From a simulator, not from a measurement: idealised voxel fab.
The name of this process module is voxel self aligned vias.
Each square cell in cross-section cut measures 5 nm, and the section as a whole is 285 nm wide.
Cross-section format: a grid of square cells, given as bands from top to bottom; each band is one or more rows of cells. Read a band's entry like this: the first values are the height of its top and the height of its bottom in nm, and what follows is the sequence of materials from left to right, each with its width in nm. Note that "air" is empty space, and that a single material marked "all across" reaches across the band from edge to edge. Note: height 0 marks the level under which the wafer is uniformly one material as received. Lowest band unbounded below, written "0 down". A two-number width, for instance "30 to 40", indicates that the width is equal to the first number in the top row of the band and to the second number in the bottom row, and that it changes by a constant amount per row of cells. Basically "no alterations made" means that step didn't change any cell in the cross-section. The list in "Sealed internal voids" covers empty spaces of 8 cells or more that cannot reach the top through any open way, and it gives each as width x height at distance; the distance is from the left edge, and width, height and distance are in nm. It should be noted that, on the line of a given step, the content following the step's settings is a remark produced by the simulator itself with respect to that step. A step line may carry the setting "overlay nm", which, for steps involving a mask, states the distance by which the mask lay to the right of its intended position; negative values denote displacement to the left.
### List of planned process steps
| 1 | RECEIVE: material Si |
| 2 | CONFORMAL_DEP: material SiO2, thk nm 15 |
| 3 | CONFORMAL_DEP: material SiCN, thk nm 5 |
| 4 | DIRECTIONAL_DEP: material lowk, thk nm 30 |
| 5 | DIRECTIONAL_DEP: material aC, thk nm 10 |
| 6 | PATTERN: tone open, mask id LINES, material resist, width nm 20, pitch nm 60, thk nm 30, overlay nm 0 |
| 7 | DIRECTIONAL_ETCH: etch materials aC, depth nm 10 |
| 8 | STRIP: etch materials resist |
| 9 | DIRECTIONAL_ETCH: etch materials lowk, depth nm 30 |
| 10 | STRIP: etch materials aC |
| 11 | CONFORMAL_DEP: material TiN, thk nm 5 |
| 12 | FILL_DEP: material W, thk nm 10 |
| 13 | CMP: height nm 50 |
| 14 | SELECTIVE_ETCH: etch materials W Ru TiN, depth nm 10 |
| 15 | FILL_DEP: material SiN, thk nm 10 |
| 16 | CMP: height nm 50 |
| 17 | DIRECTIONAL_DEP: material lowk, thk nm 15 |
| 18 | PATTERN: tone open, mask id VIAS, material resist, width nm 40, thk nm 15, overlay nm 0 |
| 19 | DIRECTIONAL_ETCH: etch materials lowk, depth nm 15 |
| 20 | DIRECTIONAL_ETCH: etch materials SiN, depth nm 10 |
| 21 | STRIP: etch materials resist |
| 22 | CONFORMAL_DEP: material TiN, thk nm 5 |
| 23 | FILL_DEP: material W, thk nm 5 |
| 24 | CMP: height nm 65 |
| 25 | CONFORMAL_DEP: material SiN, thk nm 5 |
### Wafer cross-section on receipt, i.e. after step 1
  0 down: Si all across
  Sealed internal voids: none
### First of two wafers, end-of-module section, run followed plan
  70 to 65: SiN all across
  65 to 55: lowk: 90 / TiN: 5 / W: 30 / TiN: 5 / lowk: 155
  55 to 50: lowk: 90 / TiN: 15 / W: 10 / TiN: 15 / lowk: 155
  50 to 45: lowk: 100 / TiN: 5 / W: 10 / TiN: 5 / lowk: 40 / SiN: 20 / lowk: 105
  45 to 40: lowk: 100 / TiN: 20 / lowk: 40 / SiN: 20 / lowk: 105
  40 to 25: lowk: 100 / TiN: 5 / W: 10 / TiN: 5 / lowk: 40 / TiN: 5 / W: 10 / TiN: 5 / lowk: 105
  25 to 20: lowk: 100 / TiN: 20 / lowk: 40 / TiN: 20 / lowk: 105
  20 to 15: SiCN all across
  15 to 0: SiO2 all across
  0 down: Si all across
  Sealed internal voids: none
### Second wafer cross-section at end of module - shared start and plan with the first, one mistake in the run
  70 to 65: SiN all across
  65 to 55: W: 85 / TiN: 5 / lowk: 40 / TiN: 5 / W: 150
  55 to 50: TiN: 90 / lowk: 40 / TiN: 35 / W: 10 / TiN: 110
  50 to 45: lowk: 100 / SiN: 20 / lowk: 40 / TiN: 5 / W: 10 / TiN: 5 / lowk: 105
  45 to 40: lowk: 100 / SiN: 20 / lowk: 40 / TiN: 20 / lowk: 105
  40 to 25: lowk: 100 / TiN: 5 / W: 10 / TiN: 5 / lowk: 40 / TiN: 5 / W: 10 / TiN: 5 / lowk: 105
  25 to 20: lowk: 100 / TiN: 20 / lowk: 40 / TiN: 20 / lowk: 105
  20 to 15: SiCN all across
  15 to 0: SiO2 all across
  0 down: Si all across
  Sealed internal voids: none
What went wrong in running the wafer? step 18, actual vs plan mismatch, actual run PATTERN: tone cover, mask id VIAS, material resist, width nm 40, thk nm 15, overlay nm 0
Counted in cells at the end, the second wafer holds more or fewer of these materials than the first: TiN +41, W +82, lowk -123
